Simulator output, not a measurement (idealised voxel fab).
process module | voxel ribs on slabs
cross-section cut | 265 nm wide | cells 5 nm
A cross-section is a grid of square cells, given in bands from the top down. A band is one or more rows of cells.
Each band's line starts with the height of the band's top and of its bottom, in nm. Then come its materials from left to right, each with its width in nm. One material with "throughout" fills the band from edge to edge. "air" is empty space.
Height 0 is the level under which the wafer as received is all one material. The lowest band goes on downwards, as in "0 down".
A width such as "30 to 40" changes by the same amount from each row of cells to the next, from the band's top row to its bottom row.
"no change" after a step means that no cell of the cross-section changed.
closed voids: empty space of 8 cells or more with no open way to the top, each as width x height at its distance from the left edge, in nm
after a step's settings: what the simulator itself notes on the step
overlay nm, on a step with a mask: how far to the right of its planned place the mask lay; to the left if negative
plan
1 op RECEIVE | material Si
2 op DIRECTIONAL_DEP | material SiO2 | thk nm 30
3 op DIRECTIONAL_DEP | material polySi | thk nm 20
4 op PATTERN | tone cover | mask id RIB | material resist | width nm 30 | thk nm 15 | overlay nm 0
5 op DIRECTIONAL_ETCH | etch materials polySi | depth nm 5
6 op STRIP | etch materials resist
7 op MASKED_ETCH | tone cover | mask id SLAB | width nm 60 | etch materials polySi | depth nm 15 | overlay nm 0
8 op FILL_DEP | material SiO2 | thk nm 20
9 op CMP | height nm 60
10 op DIRECTIONAL_DEP | material TiN | thk nm 10
11 op PATTERN | tone cover | mask id HEATER | material resist | width nm 40 | thk nm 15 | overlay nm 0
12 op DIRECTIONAL_ETCH | etch materials TiN | depth nm 10
13 op STRIP | etch materials resist
14 op CONFORMAL_DEP | material SiN | thk nm 10
as received, after step 1
  0 down: Si throughout
  closed voids: none
first wafer at the end, as planned
  80 to 70: air 100 | SiN 60 | air 105
  70 to 60: SiN 110 | TiN 40 | SiN 115
  60 to 50: SiO2 throughout
  50 to 45: SiO2 115 | polySi 30 | SiO2 120
  45 to 30: SiO2 100 | polySi 60 | SiO2 105
  30 to 0: SiO2 throughout
  0 down: Si throughout
  closed voids: none
second wafer at the end: like start, like plan, one mistake
  80 to 70: air 95 | SiN 70 | air 100
  70 to 60: SiN 105 | TiN 50 | SiN 110
  60 to 50: SiO2 throughout
  50 to 45: SiO2 115 | polySi 30 | SiO2 120
  45 to 30: SiO2 100 | polySi 60 | SiO2 105
  30 to 0: SiO2 throughout
  0 down: Si throughout
  closed voids: none
what went wrong: step 11 ran as: op PATTERN | tone cover | mask id HEATER | material resist | width nm 50 | thk nm 15 | overlay nm 0
at the end the second wafer has, in cells: 4 more of TiN
